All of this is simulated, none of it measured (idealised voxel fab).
You're looking at the process module voxel self aligned contacts.
Section shown: cut. Width: 290 nm. Cell size: 5 nm, square.
How to read a cross-section here: the picture is a grid of square cells, written as bands going from the top down, and any band can span one or more rows of cells.
It is stipulated that each band's entry specify, in nanometres, the height of the top of the band and then that of its bottom, followed by the materials of the band in left-to-right sequence, each together with its width in nanometres. A single material marked by the word "all across" is understood to fill the band from edge to edge; the word "empty" is understood to denote empty space.
It should be noted that heights are counted from 0, beneath which the wafer as supplied is of one material throughout, and that the lowest band possesses no lower boundary but continues downward, as written in "0 -> down".
With a width like "30..40", each row of cells in the band differs from the next by the same amount, the top row carrying the first number and the bottom row the second.
"same as before" (step): cross-section cells unchanged, all of them.
Empty spaces without an open route to the top, at least 8 cells in extent, make up the entry "Closed void table"; each is given as width x height at distance, where the distance is measured from the left edge, and all are in nm.
Past the settings on a step's line: simulator remark, on that step.
overlay nm: mask offset rightward from planned place, masked step; negative means leftward offset.
**List of planned process steps**
step 1: RECEIVE,material Si
step 2: OXIDIZE,depth nm 5
step 3: DIRECTIONAL_DEP,material polySi,thk nm 25
step 4: DIRECTIONAL_DEP,material SiN,thk nm 20
step 5: DIRECTIONAL_DEP,material aC,thk nm 10
step 6: PATTERN,tone cover,mask id GATE,material resist,width nm 25,pitch nm 60,thk nm 25,overlay nm 0
step 7: DIRECTIONAL_ETCH,etch materials aC,depth nm 10
step 8: STRIP,etch materials resist
step 9: DIRECTIONAL_ETCH,etch materials SiN,depth nm 20
step 10: DIRECTIONAL_ETCH,etch materials polySi,depth nm 25
step 11: STRIP,etch materials aC
step 12: CONFORMAL_DEP,material SiN,thk nm 10
step 13: DIRECTIONAL_ETCH,etch materials SiN,depth nm 10
step 14: FILL_DEP,material SiO2,thk nm 20
step 15: CMP,height nm 55
step 16: MASKED_ETCH,tone open,mask id CONTACT,width nm 45,etch materials SiO2,depth nm 60,overlay nm 0
step 17: CONFORMAL_DEP,material TiN,thk nm 5
step 18: FILL_DEP,material Ru,thk nm 10
step 19: CMP,height nm 55
step 20: CONFORMAL_DEP,material SiN,thk nm 5
**Cross-section of the wafer at receipt, which is the condition after step 1**
- 0 -> down = Si all across
- Closed void table: none
**Final wafer profile in cross-section after the module, from the same start and plan as above, with one mistake made during processing**
- 60 -> 55 = SiN all across
- 55 -> 45 = 120 nm SiO2, 5..20 nm TiN, 35..5 nm Ru, 5..20 nm TiN, 125 nm SiO2
- 45 -> 25 = 90 nm SiO2, 45 nm SiN, 5 nm TiN, 5 nm Ru, 5 nm TiN, 45 nm SiN, 95 nm SiO2
- 25 -> 0 = 90 nm SiO2, 10 nm SiN, 25 nm polySi, 10 nm SiN, 5 nm TiN, 5 nm Ru, 5 nm TiN, 10 nm SiN, 25 nm polySi, 10 nm SiN, 95 nm SiO2
- 0 -> -5 = 135 nm SiO2, 15 nm TiN, 140 nm SiO2
- -5 -> -10 = SiO2 all across
- -10 -> down = Si all across
- Closed void table: none
Error vs. plan: step 2 ran differently from the plan; actual operation with settings: OXIDIZE,depth nm 10
